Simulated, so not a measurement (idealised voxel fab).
This section sets out a process module, namely voxel fin reveal.
Cross-section cut spans 170 nm and uses square cells 5 nm in size.
In this document a cross-section is written as a grid of square cells. It is given as a series of bands, listed from the top down, and a band is one or more rows of cells. For a band, the entry starts with two heights in nm, that of the top and then that of the bottom, and carries on with the band's materials in order from left to right, each alongside its width in nm; the word "throughout" beside a single material means it fills the band edge to edge, and "blank" means empty space. Note: height 0 marks the level under which the wafer is uniformly one material as received. Lowest band unbounded below, written "z 0 and below". Think of "30..40" as a width that walks from the first number to the second as you go down the band, top row to bottom row, taking equal-sized steps from row to row. The designation "nothing different", where it is given for a processing step, indicates that no cell of the cross-section was altered in the course of that step. Reported under the label "Tabulated closed voids" are the empty spaces having no open way to the top and comprising 8 cells or more; the notation for each is width x height at distance, in which the distance is measured from the left edge and all three values are in nm. Post-settings text on a step line: simulator's own remark regarding the step. overlay nm: step with mask; distance mask lay right of planned place; negative value = left of planned place.
**List of planned process steps**
1: RECEIVE | material Si
2: CONFORMAL_DEP | material SiN | thk nm 5
3: PATTERN | tone cover | mask id FINS | material resist | width nm 15 | pitch nm 35 | thk nm 15 | overlay nm 0
4: DIRECTIONAL_ETCH | etch materials SiN | depth nm 5
5: DIRECTIONAL_ETCH | etch materials Si | depth nm 40
6: STRIP | etch materials resist
7: OXIDIZE | depth nm 5
8: FILL_DEP | material SiO2 | thk nm 5
9: CMP | height nm 5
10: SELECTIVE_ETCH | etch materials SiO2 | depth nm 30
11: STRIP | etch materials SiN
12: CONFORMAL_DEP | material HfO2 | thk nm 5
**First wafer, two in total, run as planned**
**Step 1 complete: cross-section of the wafer as received**
  z 0 and below  Si throughout
  Tabulated closed voids: none
**Cross-section: wafer state after step 2**
  z 5 to 0  SiN throughout
  Below 0, the layers are the same as they were.
**Cross-section: wafer state after step 3**
  z 20 to 5  40 nm blank, then 15 nm resist, then 20 nm blank, then 15 nm resist, then 20 nm blank, then 15 nm resist, then 45 nm blank
  Below 5, the layers are the same as they were.
**Cross-section: wafer state after step 4**
  z 20 to 5  40 nm blank, then 15 nm resist, then 20 nm blank, then 15 nm resist, then 20 nm blank, then 15 nm resist, then 45 nm blank
  z 5 to 0  40 nm blank, then 15 nm SiN, then 20 nm blank, then 15 nm SiN, then 20 nm blank, then 15 nm SiN, then 45 nm blank
  Below 0, the layers are the same as they were.
**Cross-section: wafer state after step 5**
  z 20 to 5  40 nm blank, then 15 nm resist, then 20 nm blank, then 15 nm resist, then 20 nm blank, then 15 nm resist, then 45 nm blank
  z 5 to 0  40 nm blank, then 15 nm SiN, then 20 nm blank, then 15 nm SiN, then 20 nm blank, then 15 nm SiN, then 45 nm blank
  z 0 to -40  40 nm blank, then 15 nm Si, then 20 nm blank, then 15 nm Si, then 20 nm blank, then 15 nm Si, then 45 nm blank
  Below -40, the layers are the same as they were.
**Cross-section: wafer state after step 6**
  z 5 to 0  40 nm blank, then 15 nm SiN, then 20 nm blank, then 15 nm SiN, then 20 nm blank, then 15 nm SiN, then 45 nm blank
  Below 0, the layers are the same as they were.
**Cross-section: wafer state after step 7**
  z 5 to 0  40 nm blank, then 15 nm SiN, then 20 nm blank, then 15 nm SiN, then 20 nm blank, then 15 nm SiN, then 45 nm blank
  z 0 to -40  40 nm blank, then 5 nm SiO2, then 5 nm Si, then 5 nm SiO2, then 20 nm blank, then 5 nm SiO2, then 5 nm Si, then 5 nm SiO2, then 20 nm blank, then 5 nm SiO2, then 5 nm Si, then 5 nm SiO2, then 45 nm blank
  z -40 to -45  45 nm SiO2, then 5 nm Si, then 30 nm SiO2, then 5 nm Si, then 30 nm SiO2, then 5 nm Si, then 50 nm SiO2
  Below -45, the layers are the same as they were.
**Cross-section: wafer state after step 8**
  z 10 to 5  SiO2 throughout
  z 5 to 0  40 nm SiO2, then 15 nm SiN, then 20 nm SiO2, then 15 nm SiN, then 20 nm SiO2, then 15 nm SiN, then 45 nm SiO2
  z 0 to -45  45 nm SiO2, then 5 nm Si, then 30 nm SiO2, then 5 nm Si, then 30 nm SiO2, then 5 nm Si, then 50 nm SiO2
  Below -45, the layers are the same as they were.
**Cross-section: wafer state after step 9**
  z 5 to 0  40 nm SiO2, then 15 nm SiN, then 20 nm SiO2, then 15 nm SiN, then 20 nm SiO2, then 15 nm SiN, then 45 nm SiO2
  Below 0, the layers are the same as they were.
**Cross-section: wafer state after step 10**
  z 5 to 0  40 nm blank, then 15 nm SiN, then 20 nm blank, then 15 nm SiN, then 20 nm blank, then 15 nm SiN, then 45 nm blank
  z 0 to -25  45 nm blank, then 5 nm Si, then 30 nm blank, then 5 nm Si, then 30 nm blank, then 5 nm Si, then 50 nm blank
  Below -25, the layers are the same as they were.
**Cross-section: wafer state after step 11**
  z 0 to -25  45 nm blank, then 5 nm Si, then 30 nm blank, then 5 nm Si, then 30 nm blank, then 5 nm Si, then 50 nm blank
  Below -25, the layers are the same as they were.
**Cross-section: wafer state after step 12**
  z 5 to 0  40 nm blank, then 15 nm HfO2, then 20 nm blank, then 15 nm HfO2, then 20 nm blank, then 15 nm HfO2, then 45 nm blank
  z 0 to -20  40 nm blank, then 5 nm HfO2, then 5 nm Si, then 5 nm HfO2, then 20 nm blank, then 5 nm HfO2, then 5 nm Si, then 5 nm HfO2, then 20 nm blank, then 5 nm HfO2, then 5 nm Si, then 5 nm HfO2, then 45 nm blank
  z -20 to -25  45 nm HfO2, then 5 nm Si, then 30 nm HfO2, then 5 nm Si, then 30 nm HfO2, then 5 nm Si, then 50 nm HfO2
  Below -25, the layers are the same as they were.
**Wafer two of two - same starting point, same process plan, one mistake in execution; matches wafer one up to and including step 9**
**Cross-section of the second wafer corresponding to the planned conclusion of step 10**
  z 5 to 0  40 nm blank, then 15 nm SiN, then 20 nm blank, then 15 nm SiN, then 20 nm blank, then 15 nm SiN, then 45 nm blank
  z 0 to -15  45 nm blank, then 5 nm Si, then 30 nm blank, then 5 nm Si, then 30 nm blank, then 5 nm Si, then 50 nm blank
  Below -15, the layers are the same as they were.
**Cross-section of the second wafer corresponding to the planned conclusion of step 11**
  z 0 to -15  45 nm blank, then 5 nm Si, then 30 nm blank, then 5 nm Si, then 30 nm blank, then 5 nm Si, then 50 nm blank
  Below -15, the layers are the same as they were.
**Cross-section of the second wafer corresponding to the planned conclusion of step 12**
  z 5 to 0  40 nm blank, then 15 nm HfO2, then 20 nm blank, then 15 nm HfO2, then 20 nm blank, then 15 nm HfO2, then 45 nm blank
  z 0 to -10  40 nm blank, then 5 nm HfO2, then 5 nm Si, then 5 nm HfO2, then 20 nm blank, then 5 nm HfO2, then 5 nm Si, then 5 nm HfO2, then 20 nm blank, then 5 nm HfO2, then 5 nm Si, then 5 nm HfO2, then 45 nm blank
  z -10 to -15  45 nm HfO2, then 5 nm Si, then 30 nm HfO2, then 5 nm Si, then 30 nm HfO2, then 5 nm Si, then 50 nm HfO2
  Below -15, the layers are the same as they were.
Deviation noted in wafer processing: step 10 did not happen as planned, as run it was SELECTIVE_ETCH | etch materials SiO2 | depth nm 20
Wrapping up, a cell-based count of both wafers puts the second over or under the first for these materials: 12 fewer of HfO2, 62 more of SiO2
